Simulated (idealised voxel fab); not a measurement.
The process module that follows is named voxel quadruple lines.
We display cut, a cross-section 160 nm in width whose square cells are each 5 nm.
Notation: cross-section as square-cell grid; stated in bands, top first, going down; one or more cell rows per band.
This entry defines a band. It first specifies the height of the band's top and the height of its bottom in nm, and then specifies the band's materials from left to right, stating each material with its width in nm. The word "all across" identifies a single material that fills the band from edge to edge, while the word "air" identifies empty space.
Height 0 is the level under which the wafer as received is all one material. The lowest band goes on downwards, as in "0 -> down".
The width entry "30->40" should be interpreted row by row: the top row of cells in the band takes the first number, the bottom row takes the second number, and the change between adjacent rows is uniform throughout.
You'll sometimes find "nothing altered" written for a step, and that's the way of saying that nowhere in the cross-section did a cell change during that step.
In the "Enclosed cavities" entry, you get each enclosed empty space of 8 cells or more, one with no open way to the top, written width x height at distance, distance from the left edge, in nm.
Read whatever lies past the settings on a step's line as the simulator's own remark about the step.
If you see "overlay nm" on a step's line and that step has a mask, it's telling you how far right of where it was planned the mask ended up; a negative number means it went left instead.

**The planned process steps are enumerated hereunder**
1) RECEIVE | material Si
2) CONFORMAL_DEP | material Al2O3 | thk nm 10
3) DIRECTIONAL_DEP | material Ru | thk nm 10
4) DIRECTIONAL_DEP | material polySi | thk nm 20
5) DIRECTIONAL_DEP | material aC | thk nm 25
6) PATTERN | tone cover | mask id MANDREL | material resist | width nm 30 | thk nm 30 | overlay nm 0
7) DIRECTIONAL_ETCH | etch materials aC | depth nm 25
8) STRIP | etch materials resist
9) CONFORMAL_DEP | material SiO2 | thk nm 10
10) DIRECTIONAL_ETCH | etch materials SiO2 | depth nm 10
11) STRIP | etch materials aC
12) DIRECTIONAL_ETCH | etch materials polySi | depth nm 20
13) STRIP | etch materials SiO2
14) CONFORMAL_DEP | material SiCN | thk nm 10
15) DIRECTIONAL_ETCH | etch materials SiCN | depth nm 10
16) STRIP | etch materials polySi
17) DIRECTIONAL_ETCH | etch materials Ru | depth nm 10
18) STRIP | etch materials SiCN
19) FILL_DEP | material lowk | thk nm 5
20) CMP | height nm 20

**Run as planned: first of two wafers**

**Cross-section, incoming material, after step 1**
> 0 -> down  Si all across
> Enclosed cavities: none

**Step 2 complete: cross-section through the wafer**
> 10 -> 0  Al2O3 all across
> Everything below 0 is unchanged.

**Step 3 complete: cross-section through the wafer**
> 20 -> 10  Ru all across
> Everything below 10 is unchanged.

**Step 4 complete: cross-section through the wafer**
> 40 -> 20  polySi all across
> Everything below 20 is unchanged.

**Step 5 complete: cross-section through the wafer**
> 65 -> 40  aC all across
> Everything below 40 is unchanged.

**Step 6 complete: cross-section through the wafer**
> 95 -> 65  65 of air / 30 of resist / 65 of air
> Everything below 65 is unchanged.

**Step 7 complete: cross-section through the wafer**
> 70 -> 65  65 of air / 30 of resist / 65 of air
> 65 -> 40  65 of air / 30 of aC / 65 of air
> Everything below 40 is unchanged.

**Step 8 complete: cross-section through the wafer**
> 65 -> 40  65 of air / 30 of aC / 65 of air
> Everything below 40 is unchanged.

**Step 9 complete: cross-section through the wafer**
> 75 -> 65  55 of air / 50 of SiO2 / 55 of air
> 65 -> 50  55 of air / 10 of SiO2 / 30 of aC / 10 of SiO2 / 55 of air
> 50 -> 40  65 of SiO2 / 30 of aC / 65 of SiO2
> Everything below 40 is unchanged.

**Step 10 complete: cross-section through the wafer**
> 65 -> 40  55 of air / 10 of SiO2 / 30 of aC / 10 of SiO2 / 55 of air
> Everything below 40 is unchanged.

**Step 11 complete: cross-section through the wafer**
> 65 -> 40  55 of air / 10 of SiO2 / 30 of air / 10 of SiO2 / 55 of air
> Everything below 40 is unchanged.

**Step 12 complete: cross-section through the wafer**
> 65 -> 40  55 of air / 10 of SiO2 / 30 of air / 10 of SiO2 / 55 of air
> 40 -> 20  55 of air / 10 of polySi / 30 of air / 10 of polySi / 55 of air
> Everything below 20 is unchanged.

**Step 13 complete: cross-section through the wafer**
> 40 -> 20  55 of air / 10 of polySi / 30 of air / 10 of polySi / 55 of air
> Everything below 20 is unchanged.

**Step 14 complete: cross-section through the wafer**
> 50 -> 40  45 of air / 30 of SiCN / 10 of air / 30 of SiCN / 45 of air
> 40 -> 30  45 of air / 10 of SiCN / 10 of polySi / 10 of SiCN / 10 of air / 10 of SiCN / 10 of polySi / 10 of SiCN / 45 of air
> 30 -> 20  55 of SiCN / 10 of polySi / 30 of SiCN / 10 of polySi / 55 of SiCN
> Everything below 20 is unchanged.

**Step 15 complete: cross-section through the wafer**
> 40 -> 20  45 of air / 10 of SiCN / 10 of polySi / 10 of SiCN / 10 of air / 10 of SiCN / 10 of polySi / 10 of SiCN / 45 of air
> Everything below 20 is unchanged.

**Step 16 complete: cross-section through the wafer**
> 40 -> 20  45 of air / 10 of SiCN / 10 of air / 10 of SiCN / 10 of air / 10 of SiCN / 10 of air / 10 of SiCN / 45 of air
> Everything below 20 is unchanged.

**Step 17 complete: cross-section through the wafer**
> 40 -> 20  45 of air / 10 of SiCN / 10 of air / 10 of SiCN / 10 of air / 10 of SiCN / 10 of air / 10 of SiCN / 45 of air
> 20 -> 10  45 of air / 10 of Ru / 10 of air / 10 of Ru / 10 of air / 10 of Ru / 10 of air / 10 of Ru / 45 of air
> Everything below 10 is unchanged.

**Step 18 complete: cross-section through the wafer**
> 20 -> 10  45 of air / 10 of Ru / 10 of air / 10 of Ru / 10 of air / 10 of Ru / 10 of air / 10 of Ru / 45 of air
> Everything below 10 is unchanged.

**Step 19 complete: cross-section through the wafer**
> 25 -> 20  lowk all across
> 20 -> 10  45 of lowk / 10 of Ru / 10 of lowk / 10 of Ru / 10 of lowk / 10 of Ru / 10 of lowk / 10 of Ru / 45 of lowk
> Everything below 10 is unchanged.

**Step 20 complete: cross-section through the wafer**
> 20 -> 10  45 of lowk / 10 of Ru / 10 of lowk / 10 of Ru / 10 of lowk / 10 of Ru / 10 of lowk / 10 of Ru / 45 of lowk
> Everything below 10 is unchanged.

**Wafer two. Same start, same plan, one slip in execution. Same as wafer one through step 19, inclusive**

**The second wafer cut through, at the time step 20 was supposed to be finished**
> 20 -> 10  45 of lowk / 10 of Ru / 10 of lowk / 10 of Ru / 10 of lowk / 10 of Ru / 10 of lowk / 10 of Ru / 45 of lowk
> Everything below 10 is unchanged.
The plan and the run diverged here: step 20 was run twice
Result: same final cross-section on the two wafers, so no effect from the mistake in this model.
